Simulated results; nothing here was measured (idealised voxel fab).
Documented hereafter: the process module known as voxel wiring stack.
The cross-section on display is named cut; it measures 190 nm wide, and its cells are 5 nm squares.
This document writes a cross-section as a grid whose cells are square, and gives it as bands, listed from the top down; one or more rows of cells form a band.
The entry gives the band's vertical extent as a top height and a bottom height in nm, then its horizontal make-up as materials from left to right, each with a width in nm. "empty" stands for empty space; a single material marked "throughout" fills the band edge to edge.
A quick word on heights: they are counted from 0, and under that level the wafer as it came to us is one material throughout. The lowest band is different from the rest in having no bottom; it simply continues downward, written as in "top 0, no bottom".
When a width is written as two numbers, as in "30->40", the first number is the width in the top row of cells of the band and the second is the width in its bottom row, and the width changes by the same amount from each row to the next.
"all unchanged" for a step: no cell of the cross-section changed in that step.
Each empty space that has no open way to the top and spans at least 8 cells appears under "Trapped voids" as width x height at distance, the distance counted from the left edge, all in nm.
Note: text after step settings on the step line = simulator remark on that step.
Regarding "overlay nm": on a step with a mask, it is the distance the mask lay to the right of its planned place; a negative value places it to the left.

# Listed below are the process steps as planned
1 RECEIVE, material Si
2 CONFORMAL_DEP, material SiO2, thk nm 15
3 CONFORMAL_DEP, material SiN, thk nm 5
4 DIRECTIONAL_DEP, material lowk, thk nm 25
5 PATTERN, tone open, mask id METAL_1, material resist, width nm 20, pitch nm 40, thk nm 15, overlay nm 0
6 DIRECTIONAL_ETCH, etch materials lowk, depth nm 25
7 DIRECTIONAL_ETCH, etch materials SiN, depth nm 5
8 STRIP, etch materials resist
9 CONFORMAL_DEP, material TiN, thk nm 5
10 FILL_DEP, material W, thk nm 10
11 CMP, height nm 45
12 EPI, material Ru, thk nm 5
13 FILL_DEP, material SiCN, thk nm 5
14 DIRECTIONAL_DEP, material lowk, thk nm 30
15 DIRECTIONAL_DEP, material aC, thk nm 10
16 PATTERN, tone open, mask id METAL_2, material resist, width nm 20, pitch nm 40, thk nm 25, overlay nm 0
17 DIRECTIONAL_ETCH, etch materials aC, depth nm 10
18 STRIP, etch materials resist
19 DIRECTIONAL_ETCH, etch materials lowk, depth nm 20
20 STRIP, etch materials aC
21 PATTERN, tone open, mask id METAL_2_HOLES, material resist, width nm 15, pitch nm 40, thk nm 20, overlay nm 0
22 DIRECTIONAL_ETCH, etch materials lowk, depth nm 10
23 DIRECTIONAL_ETCH, etch materials SiCN, depth nm 5
24 STRIP, etch materials resist
25 CONFORMAL_DEP, material TiN, thk nm 5
26 FILL_DEP, material Ru, thk nm 5
27 CMP, height nm 85
28 CONFORMAL_DEP, material SiCN, thk nm 5
29 DIRECTIONAL_DEP, material lowk, thk nm 15
30 DIRECTIONAL_DEP, material aC, thk nm 15
31 PATTERN, tone open, mask id PLUG_2, material resist, width nm 15, thk nm 30, overlay nm 0
32 DIRECTIONAL_ETCH, etch materials aC, depth nm 15
33 STRIP, etch materials resist
34 DIRECTIONAL_ETCH, etch materials lowk, depth nm 15
35 DIRECTIONAL_ETCH, etch materials SiCN, depth nm 5
36 STRIP, etch materials aC
37 CONFORMAL_DEP, material TiN, thk nm 5
38 FILL_DEP, material Cu, thk nm 5
39 CMP, height nm 105
40 CONFORMAL_DEP, material SiCN, thk nm 5
41 DIRECTIONAL_DEP, material SiO2, thk nm 15
42 PATTERN, tone open, mask id METAL_3, material resist, width nm 20, pitch nm 40, thk nm 20, overlay nm 0
43 DIRECTIONAL_ETCH, etch materials SiO2, depth nm 15
44 DIRECTIONAL_ETCH, etch materials SiCN, depth nm 5
45 STRIP, etch materials resist
46 CONFORMAL_DEP, material TiN, thk nm 5
47 FILL_DEP, material Cu, thk nm 10
48 CMP, height nm 125
49 CONFORMAL_DEP, material SiN, thk nm 5

# First of two wafers - as planned

# Wafer as received: cross-section following step 1
> top 0, no bottom  Si throughout
> Trapped voids: none

# So this is the wafer cross-section right after step 2
> top 15, bottom 0  SiO2 throughout
> For the remainder of the cross-section, below 0, there is no change.

# So this is the wafer cross-section right after step 3
> top 20, bottom 15  SiN throughout
> For the remainder of the cross-section, below 15, there is no change.

# So this is the wafer cross-section right after step 4
> top 45, bottom 20  lowk throughout
> For the remainder of the cross-section, below 20, there is no change.

# So this is the wafer cross-section right after step 5
> top 60, bottom 45  resist (65) | empty (20) | resist (20) | empty (20) | resist (65)
> For the remainder of the cross-section, below 45, there is no change.

# So this is the wafer cross-section right after step 6
> top 60, bottom 45  resist (65) | empty (20) | resist (20) | empty (20) | resist (65)
> top 45, bottom 20  lowk (65) | empty (20) | lowk (20) | empty (20) | lowk (65)
> For the remainder of the cross-section, below 20, there is no change.

# So this is the wafer cross-section right after step 7
> top 60, bottom 45  resist (65) | empty (20) | resist (20) | empty (20) | resist (65)
> top 45, bottom 20  lowk (65) | empty (20) | lowk (20) | empty (20) | lowk (65)
> top 20, bottom 15  SiN (65) | empty (20) | SiN (20) | empty (20) | SiN (65)
> For the remainder of the cross-section, below 15, there is no change.

# So this is the wafer cross-section right after step 8
> top 45, bottom 20  lowk (65) | empty (20) | lowk (20) | empty (20) | lowk (65)
> For the remainder of the cross-section, below 20, there is no change.

# So this is the wafer cross-section right after step 9
> top 50, bottom 45  TiN (70) | empty (10) | TiN (30) | empty (10) | TiN (70)
> top 45, bottom 20  lowk (65) | TiN (5) | empty (10) | TiN (5) | lowk (20) | TiN (5) | empty (10) | TiN (5) | lowk (65)
> top 20, bottom 15  SiN (65) | TiN (20) | SiN (20) | TiN (20) | SiN (65)
> For the remainder of the cross-section, below 15, there is no change.

# So this is the wafer cross-section right after step 10
> top 60, bottom 50  W throughout
> top 50, bottom 45  TiN (70) | W (10) | TiN (30) | W (10) | TiN (70)
> top 45, bottom 20  lowk (65) | TiN (5) | W (10) | TiN (5) | lowk (20) | TiN (5) | W (10) | TiN (5) | lowk (65)
> For the remainder of the cross-section, below 20, there is no change.

# So this is the wafer cross-section right after step 11
> top 45, bottom 20  lowk (65) | TiN (5) | W (10) | TiN (5) | lowk (20) | TiN (5) | W (10) | TiN (5) | lowk (65)
> For the remainder of the cross-section, below 20, there is no change.

# So this is the wafer cross-section right after step 12
> top 50, bottom 45  empty (60) | Ru (30) | empty (10) | Ru (30) | empty (60)
> For the remainder of the cross-section, below 45, there is no change.

# So this is the wafer cross-section right after step 13
> top 55, bottom 50  SiCN throughout
> top 50, bottom 45  SiCN (60) | Ru (30) | SiCN (10) | Ru (30) | SiCN (60)
> For the remainder of the cross-section, below 45, there is no change.

# So this is the wafer cross-section right after step 14
> top 85, bottom 55  lowk throughout
> For the remainder of the cross-section, below 55, there is no change.

# So this is the wafer cross-section right after step 15
> top 95, bottom 85  aC throughout
> For the remainder of the cross-section, below 85, there is no change.

# So this is the wafer cross-section right after step 16
> top 120, bottom 95  resist (65) | empty (20) | resist (20) | empty (20) | resist (65)
> For the remainder of the cross-section, below 95, there is no change.

# So this is the wafer cross-section right after step 17
> top 110, bottom 95  resist (65) | empty (20) | resist (20) | empty (20) | resist (65)
> top 95, bottom 85  aC (65) | empty (20) | aC (20) | empty (20) | aC (65)
> For the remainder of the cross-section, below 85, there is no change.

# So this is the wafer cross-section right after step 18
> top 95, bottom 85  aC (65) | empty (20) | aC (20) | empty (20) | aC (65)
> For the remainder of the cross-section, below 85, there is no change.

# So this is the wafer cross-section right after step 19
> top 95, bottom 85  aC (65) | empty (20) | aC (20) | empty (20) | aC (65)
> top 85, bottom 65  lowk (65) | empty (20) | lowk (20) | empty (20) | lowk (65)
> For the remainder of the cross-section, below 65, there is no change.

# So this is the wafer cross-section right after step 20
> top 85, bottom 65  lowk (65) | empty (20) | lowk (20) | empty (20) | lowk (65)
> For the remainder of the cross-section, below 65, there is no change.

# So this is the wafer cross-section right after step 21
> top 105, bottom 85  resist (65) | empty (15) | resist (25) | empty (15) | resist (70)
> top 85, bottom 65  lowk (65) | empty (15) | resist (5) | lowk (20) | empty (15) | resist (5) | lowk (65)
> For the remainder of the cross-section, below 65, there is no change.

# So this is the wafer cross-section right after step 22
> top 105, bottom 85  resist (65) | empty (15) | resist (25) | empty (15) | resist (70)
> top 85, bottom 65  lowk (65) | empty (15) | resist (5) | lowk (20) | empty (15) | resist (5) | lowk (65)
> top 65, bottom 55  lowk (65) | empty (15) | lowk (25) | empty (15) | lowk (70)
> For the remainder of the cross-section, below 55, there is no change.

# So this is the wafer cross-section right after step 23
> top 105, bottom 85  resist (65) | empty (15) | resist (25) | empty (15) | resist (70)
> top 85, bottom 65  lowk (65) | empty (15) | resist (5) | lowk (20) | empty (15) | resist (5) | lowk (65)
> top 65, bottom 55  lowk (65) | empty (15) | lowk (25) | empty (15) | lowk (70)
> top 55, bottom 50  SiCN (65) | empty (15) | SiCN (25) | empty (15) | SiCN (70)
> For the remainder of the cross-section, below 50, there is no change.

# So this is the wafer cross-section right after step 24
> top 85, bottom 65  lowk (65) | empty (20) | lowk (20) | empty (20) | lowk (65)
> For the remainder of the cross-section, below 65, there is no change.

# So this is the wafer cross-section right after step 25
> top 90, bottom 85  TiN (70) | empty (10) | TiN (30) | empty (10) | TiN (70)
> top 85, bottom 70  lowk (65) | TiN (5) | empty (10) | TiN (5) | lowk (20) | TiN (5) | empty (10) | TiN (5) | lowk (65)
> top 70, bottom 65  lowk (65) | TiN (5) | empty (5) | TiN (10) | lowk (20) | TiN (5) | empty (5) | TiN (10) | lowk (65)
> top 65, bottom 55  lowk (65) | TiN (5) | empty (5) | TiN (5) | lowk (25) | TiN (5) | empty (5) | TiN (5) | lowk (70)
> top 55, bottom 50  SiCN (65) | TiN (15) | SiCN (25) | TiN (15) | SiCN (70)
> For the remainder of the cross-section, below 50, there is no change.

# So this is the wafer cross-section right after step 26
> top 95, bottom 90  Ru throughout
> top 90, bottom 85  TiN (70) | Ru (10) | TiN (30) | Ru (10) | TiN (70)
> top 85, bottom 70  lowk (65) | TiN (5) | Ru (10) | TiN (5) | lowk (20) | TiN (5) | Ru (10) | TiN (5) | lowk (65)
> top 70, bottom 65  lowk (65) | TiN (5) | Ru (5) | TiN (10) | lowk (20) | TiN (5) | Ru (5) | TiN (10) | lowk (65)
> top 65, bottom 55  lowk (65) | TiN (5) | Ru (5) | TiN (5) | lowk (25) | TiN (5) | Ru (5) | TiN (5) | lowk (70)
> For the remainder of the cross-section, below 55, there is no change.

# So this is the wafer cross-section right after step 27
> top 85, bottom 70  lowk (65) | TiN (5) | Ru (10) | TiN (5) | lowk (20) | TiN (5) | Ru (10) | TiN (5) | lowk (65)
> For the remainder of the cross-section, below 70, there is no change.

# So this is the wafer cross-section right after step 28
> top 90, bottom 85  SiCN throughout
> For the remainder of the cross-section, below 85, there is no change.

# So this is the wafer cross-section right after step 29
> top 105, bottom 90  lowk throughout
> For the remainder of the cross-section, below 90, there is no change.

# So this is the wafer cross-section right after step 30
> top 120, bottom 105  aC throughout
> For the remainder of the cross-section, below 105, there is no change.

# So this is the wafer cross-section right after step 31
> top 150, bottom 120  resist (65) | empty (15) | resist (110)
> For the remainder of the cross-section, below 120, there is no change.

# So this is the wafer cross-section right after step 32
> top 135, bottom 120  resist (65) | empty (15) | resist (110)
> top 120, bottom 105  aC (65) | empty (15) | aC (110)
> For the remainder of the cross-section, below 105, there is no change.

# So this is the wafer cross-section right after step 33
> top 120, bottom 105  aC (65) | empty (15) | aC (110)
> For the remainder of the cross-section, below 105, there is no change.

# So this is the wafer cross-section right after step 34
> top 120, bottom 105  aC (65) | empty (15) | aC (110)
> top 105, bottom 90  lowk (65) | empty (15) | lowk (110)
> For the remainder of the cross-section, below 90, there is no change.

# So this is the wafer cross-section right after step 35
> top 120, bottom 105  aC (65) | empty (15) | aC (110)
> top 105, bottom 90  lowk (65) | empty (15) | lowk (110)
> top 90, bottom 85  SiCN (65) | empty (15) | SiCN (110)
> For the remainder of the cross-section, below 85, there is no change.

# So this is the wafer cross-section right after step 36
> top 105, bottom 90  lowk (65) | empty (15) | lowk (110)
> For the remainder of the cross-section, below 90, there is no change.

# So this is the wafer cross-section right after step 37
> top 110, bottom 105  TiN (70) | empty (5) | TiN (115)
> top 105, bottom 90  lowk (65) | TiN (5) | empty (5) | TiN (5) | lowk (110)
> top 90, bottom 85  SiCN (65) | TiN (15) | SiCN (110)
> For the remainder of the cross-section, below 85, there is no change.

# So this is the wafer cross-section right after step 38
> top 115, bottom 110  Cu throughout
> top 110, bottom 105  TiN (70) | Cu (5) | TiN (115)
> top 105, bottom 90  lowk (65) | TiN (5) | Cu (5) | TiN (5) | lowk (110)
> For the remainder of the cross-section, below 90, there is no change.

# So this is the wafer cross-section right after step 39
> top 105, bottom 90  lowk (65) | TiN (5) | Cu (5) | TiN (5) | lowk (110)
> For the remainder of the cross-section, below 90, there is no change.

# So this is the wafer cross-section right after step 40
> top 110, bottom 105  SiCN throughout
> For the remainder of the cross-section, below 105, there is no change.

# So this is the wafer cross-section right after step 41
> top 125, bottom 110  SiO2 throughout
> For the remainder of the cross-section, below 110, there is no change.

# So this is the wafer cross-section right after step 42
> top 145, bottom 125  resist (65) | empty (20) | resist (20) | empty (20) | resist (65)
> For the remainder of the cross-section, below 125, there is no change.

# So this is the wafer cross-section right after step 43
> top 145, bottom 125  resist (65) | empty (20) | resist (20) | empty (20) | resist (65)
> top 125, bottom 110  SiO2 (65) | empty (20) | SiO2 (20) | empty (20) | SiO2 (65)
> For the remainder of the cross-section, below 110, there is no change.

# So this is the wafer cross-section right after step 44
> top 145, bottom 125  resist (65) | empty (20) | resist (20) | empty (20) | resist (65)
> top 125, bottom 110  SiO2 (65) | empty (20) | SiO2 (20) | empty (20) | SiO2 (65)
> top 110, bottom 105  SiCN (65) | empty (20) | SiCN (20) | empty (20) | SiCN (65)
> For the remainder of the cross-section, below 105, there is no change.

# So this is the wafer cross-section right after step 45
> top 125, bottom 110  SiO2 (65) | empty (20) | SiO2 (20) | empty (20) | SiO2 (65)
> For the remainder of the cross-section, below 110, there is no change.

# So this is the wafer cross-section right after step 46
> top 130, bottom 125  TiN (70) | empty (10) | TiN (30) | empty (10) | TiN (70)
> top 125, bottom 110  SiO2 (65) | TiN (5) | empty (10) | TiN (5) | SiO2 (20) | TiN (5) | empty (10) | TiN (5) | SiO2 (65)
> top 110, bottom 105  SiCN (65) | TiN (20) | SiCN (20) | TiN (20) | SiCN (65)
> For the remainder of the cross-section, below 105, there is no change.

# So this is the wafer cross-section right after step 47
> top 140, bottom 130  Cu throughout
> top 130, bottom 125  TiN (70) | Cu (10) | TiN (30) | Cu (10) | TiN (70)
> top 125, bottom 110  SiO2 (65) | TiN (5) | Cu (10) | TiN (5) | SiO2 (20) | TiN (5) | Cu (10) | TiN (5) | SiO2 (65)
> For the remainder of the cross-section, below 110, there is no change.

# So this is the wafer cross-section right after step 48
> top 125, bottom 110  SiO2 (65) | TiN (5) | Cu (10) | TiN (5) | SiO2 (20) | TiN (5) | Cu (10) | TiN (5) | SiO2 (65)
> For the remainder of the cross-section, below 110, there is no change.

# So this is the wafer cross-section right after step 49
> top 130, bottom 125  SiN throughout
> For the remainder of the cross-section, below 125, there is no change.

# Second wafer, same starting state and plan as the first, one mistake in the run, identical through step 10

Cross-section of the second wafer at the time by which step 11 should have been completed according to the plan: all unchanged

# Cross-section of the second wafer at the time by which step 12 should have been completed according to the plan
> top 65, bottom 60  Ru throughout
> For the remainder of the cross-section, below 60, there is no change.

# Cross-section of the second wafer at the time by which step 13 should have been completed according to the plan
> top 70, bottom 65  SiCN throughout
> For the remainder of the cross-section, below 65, there is no change.

# Cross-section of the second wafer at the time by which step 14 should have been completed according to the plan
> top 100, bottom 70  lowk throughout
> For the remainder of the cross-section, below 70, there is no change.

# Cross-section of the second wafer at the time by which step 15 should have been completed according to the plan
> top 110, bottom 100  aC throughout
> For the remainder of the cross-section, below 100, there is no change.

# Cross-section of the second wafer at the time by which step 16 should have been completed according to the plan
> top 135, bottom 110  resist (65) | empty (20) | resist (20) | empty (20) | resist (65)
> For the remainder of the cross-section, below 110, there is no change.

# Cross-section of the second wafer at the time by which step 17 should have been completed according to the plan
> top 125, bottom 110  resist (65) | empty (20) | resist (20) | empty (20) | resist (65)
> top 110, bottom 100  aC (65) | empty (20) | aC (20) | empty (20) | aC (65)
> For the remainder of the cross-section, below 100, there is no change.

# Cross-section of the second wafer at the time by which step 18 should have been completed according to the plan
> top 110, bottom 100  aC (65) | empty (20) | aC (20) | empty (20) | aC (65)
> For the remainder of the cross-section, below 100, there is no change.

# Cross-section of the second wafer at the time by which step 19 should have been completed according to the plan
> top 110, bottom 100  aC (65) | empty (20) | aC (20) | empty (20) | aC (65)
> top 100, bottom 80  lowk (65) | empty (20) | lowk (20) | empty (20) | lowk (65)
> For the remainder of the cross-section, below 80, there is no change.

# Cross-section of the second wafer at the time by which step 20 should have been completed according to the plan
> top 100, bottom 80  lowk (65) | empty (20) | lowk (20) | empty (20) | lowk (65)
> For the remainder of the cross-section, below 80, there is no change.

# Cross-section of the second wafer at the time by which step 21 should have been completed according to the plan
> top 120, bottom 100  resist (65) | empty (15) | resist (25) | empty (15) | resist (70)
> top 100, bottom 80  lowk (65) | empty (15) | resist (5) | lowk (20) | empty (15) | resist (5) | lowk (65)
> For the remainder of the cross-section, below 80, there is no change.

# Cross-section of the second wafer at the time by which step 22 should have been completed according to the plan
> top 120, bottom 100  resist (65) | empty (15) | resist (25) | empty (15) | resist (70)
> top 100, bottom 80  lowk (65) | empty (15) | resist (5) | lowk (20) | empty (15) | resist (5) | lowk (65)
> top 80, bottom 70  lowk (65) | empty (15) | lowk (25) | empty (15) | lowk (70)
> For the remainder of the cross-section, below 70, there is no change.

# Cross-section of the second wafer at the time by which step 23 should have been completed according to the plan
> top 120, bottom 100  resist (65) | empty (15) | resist (25) | empty (15) | resist (70)
> top 100, bottom 80  lowk (65) | empty (15) | resist (5) | lowk (20) | empty (15) | resist (5) | lowk (65)
> top 80, bottom 70  lowk (65) | empty (15) | lowk (25) | empty (15) | lowk (70)
> top 70, bottom 65  SiCN (65) | empty (15) | SiCN (25) | empty (15) | SiCN (70)
> For the remainder of the cross-section, below 65, there is no change.

# Cross-section of the second wafer at the time by which step 24 should have been completed according to the plan
> top 100, bottom 80  lowk (65) | empty (20) | lowk (20) | empty (20) | lowk (65)
> For the remainder of the cross-section, below 80, there is no change.

# Cross-section of the second wafer at the time by which step 25 should have been completed according to the plan
> top 105, bottom 100  TiN (70) | empty (10) | TiN (30) | empty (10) | TiN (70)
> top 100, bottom 85  lowk (65) | TiN (5) | empty (10) | TiN (5) | lowk (20) | TiN (5) | empty (10) | TiN (5) | lowk (65)
> top 85, bottom 80  lowk (65) | TiN (5) | empty (5) | TiN (10) | lowk (20) | TiN (5) | empty (5) | TiN (10) | lowk (65)
> top 80, bottom 70  lowk (65) | TiN (5) | empty (5) | TiN (5) | lowk (25) | TiN (5) | empty (5) | TiN (5) | lowk (70)
> top 70, bottom 65  SiCN (65) | TiN (15) | SiCN (25) | TiN (15) | SiCN (70)
> For the remainder of the cross-section, below 65, there is no change.

# Cross-section of the second wafer at the time by which step 26 should have been completed according to the plan
> top 110, bottom 105  Ru throughout
> top 105, bottom 100  TiN (70) | Ru (10) | TiN (30) | Ru (10) | TiN (70)
> top 100, bottom 85  lowk (65) | TiN (5) | Ru (10) | TiN (5) | lowk (20) | TiN (5) | Ru (10) | TiN (5) | lowk (65)
> top 85, bottom 80  lowk (65) | TiN (5) | Ru (5) | TiN (10) | lowk (20) | TiN (5) | Ru (5) | TiN (10) | lowk (65)
> top 80, bottom 70  lowk (65) | TiN (5) | Ru (5) | TiN (5) | lowk (25) | TiN (5) | Ru (5) | TiN (5) | lowk (70)
> For the remainder of the cross-section, below 70, there is no change.

# Cross-section of the second wafer at the time by which step 27 should have been completed according to the plan
> top 85, bottom 80  lowk (65) | TiN (5) | Ru (5) | TiN (10) | lowk (20) | TiN (5) | Ru (5) | TiN (10) | lowk (65)
> For the remainder of the cross-section, below 80, there is no change.

# Cross-section of the second wafer at the time by which step 28 should have been completed according to the plan
> top 90, bottom 85  SiCN throughout
> For the remainder of the cross-section, below 85, there is no change.

# Cross-section of the second wafer at the time by which step 29 should have been completed according to the plan
> top 105, bottom 90  lowk throughout
> For the remainder of the cross-section, below 90, there is no change.

# Cross-section of the second wafer at the time by which step 30 should have been completed according to the plan
> top 120, bottom 105  aC throughout
> For the remainder of the cross-section, below 105, there is no change.

# Cross-section of the second wafer at the time by which step 31 should have been completed according to the plan
> top 150, bottom 120  resist (65) | empty (15) | resist (110)
> For the remainder of the cross-section, below 120, there is no change.

# Cross-section of the second wafer at the time by which step 32 should have been completed according to the plan
> top 135, bottom 120  resist (65) | empty (15) | resist (110)
> top 120, bottom 105  aC (65) | empty (15) | aC (110)
> For the remainder of the cross-section, below 105, there is no change.

# Cross-section of the second wafer at the time by which step 33 should have been completed according to the plan
> top 120, bottom 105  aC (65) | empty (15) | aC (110)
> For the remainder of the cross-section, below 105, there is no change.

# Cross-section of the second wafer at the time by which step 34 should have been completed according to the plan
> top 120, bottom 105  aC (65) | empty (15) | aC (110)
> top 105, bottom 90  lowk (65) | empty (15) | lowk (110)
> For the remainder of the cross-section, below 90, there is no change.

# Cross-section of the second wafer at the time by which step 35 should have been completed according to the plan
> top 120, bottom 105  aC (65) | empty (15) | aC (110)
> top 105, bottom 90  lowk (65) | empty (15) | lowk (110)
> top 90, bottom 85  SiCN (65) | empty (15) | SiCN (110)
> For the remainder of the cross-section, below 85, there is no change.

# Cross-section of the second wafer at the time by which step 36 should have been completed according to the plan
> top 105, bottom 90  lowk (65) | empty (15) | lowk (110)
> For the remainder of the cross-section, below 90, there is no change.

# Cross-section of the second wafer at the time by which step 37 should have been completed according to the plan
> top 110, bottom 105  TiN (70) | empty (5) | TiN (115)
> top 105, bottom 90  lowk (65) | TiN (5) | empty (5) | TiN (5) | lowk (110)
> top 90, bottom 85  SiCN (65) | TiN (15) | SiCN (110)
> For the remainder of the cross-section, below 85, there is no change.

# Cross-section of the second wafer at the time by which step 38 should have been completed according to the plan
> top 115, bottom 110  Cu throughout
> top 110, bottom 105  TiN (70) | Cu (5) | TiN (115)
> top 105, bottom 90  lowk (65) | TiN (5) | Cu (5) | TiN (5) | lowk (110)
> For the remainder of the cross-section, below 90, there is no change.

# Cross-section of the second wafer at the time by which step 39 should have been completed according to the plan
> top 105, bottom 90  lowk (65) | TiN (5) | Cu (5) | TiN (5) | lowk (110)
> For the remainder of the cross-section, below 90, there is no change.

# Cross-section of the second wafer at the time by which step 40 should have been completed according to the plan
> top 110, bottom 105  SiCN throughout
> For the remainder of the cross-section, below 105, there is no change.

# Cross-section of the second wafer at the time by which step 41 should have been completed according to the plan
> top 125, bottom 110  SiO2 throughout
> For the remainder of the cross-section, below 110, there is no change.

# Cross-section of the second wafer at the time by which step 42 should have been completed according to the plan
> top 145, bottom 125  resist (65) | empty (20) | resist (20) | empty (20) | resist (65)
> For the remainder of the cross-section, below 125, there is no change.

# Cross-section of the second wafer at the time by which step 43 should have been completed according to the plan
> top 145, bottom 125  resist (65) | empty (20) | resist (20) | empty (20) | resist (65)
> top 125, bottom 110  SiO2 (65) | empty (20) | SiO2 (20) | empty (20) | SiO2 (65)
> For the remainder of the cross-section, below 110, there is no change.

# Cross-section of the second wafer at the time by which step 44 should have been completed according to the plan
> top 145, bottom 125  resist (65) | empty (20) | resist (20) | empty (20) | resist (65)
> top 125, bottom 110  SiO2 (65) | empty (20) | SiO2 (20) | empty (20) | SiO2 (65)
> top 110, bottom 105  SiCN (65) | empty (20) | SiCN (20) | empty (20) | SiCN (65)
> For the remainder of the cross-section, below 105, there is no change.

# Cross-section of the second wafer at the time by which step 45 should have been completed according to the plan
> top 125, bottom 110  SiO2 (65) | empty (20) | SiO2 (20) | empty (20) | SiO2 (65)
> For the remainder of the cross-section, below 110, there is no change.

# Cross-section of the second wafer at the time by which step 46 should have been completed according to the plan
> top 130, bottom 125  TiN (70) | empty (10) | TiN (30) | empty (10) | TiN (70)
> top 125, bottom 110  SiO2 (65) | TiN (5) | empty (10) | TiN (5) | SiO2 (20) | TiN (5) | empty (10) | TiN (5) | SiO2 (65)
> top 110, bottom 105  SiCN (65) | TiN (20) | SiCN (20) | TiN (20) | SiCN (65)
> For the remainder of the cross-section, below 105, there is no change.

# Cross-section of the second wafer at the time by which step 47 should have been completed according to the plan
> top 140, bottom 130  Cu throughout
> top 130, bottom 125  TiN (70) | Cu (10) | TiN (30) | Cu (10) | TiN (70)
> top 125, bottom 110  SiO2 (65) | TiN (5) | Cu (10) | TiN (5) | SiO2 (20) | TiN (5) | Cu (10) | TiN (5) | SiO2 (65)
> For the remainder of the cross-section, below 110, there is no change.

# Cross-section of the second wafer at the time by which step 48 should have been completed according to the plan
> top 125, bottom 110  SiO2 (65) | TiN (5) | Cu (10) | TiN (5) | SiO2 (20) | TiN (5) | Cu (10) | TiN (5) | SiO2 (65)
> For the remainder of the cross-section, below 110, there is no change.

# Cross-section of the second wafer at the time by which step 49 should have been completed according to the plan
> top 130, bottom 125  SiN throughout
> For the remainder of the cross-section, below 125, there is no change.
what went wrong: it should be noted that step 11 of the plan was omitted and was not performed
Upon completion, the second wafer contains, in terms of cells, a greater or smaller amount of certain materials than the first wafer: 14 more of Ru | 26 fewer of SiCN | 22 more of TiN | 80 more of W | 90 fewer of lowk
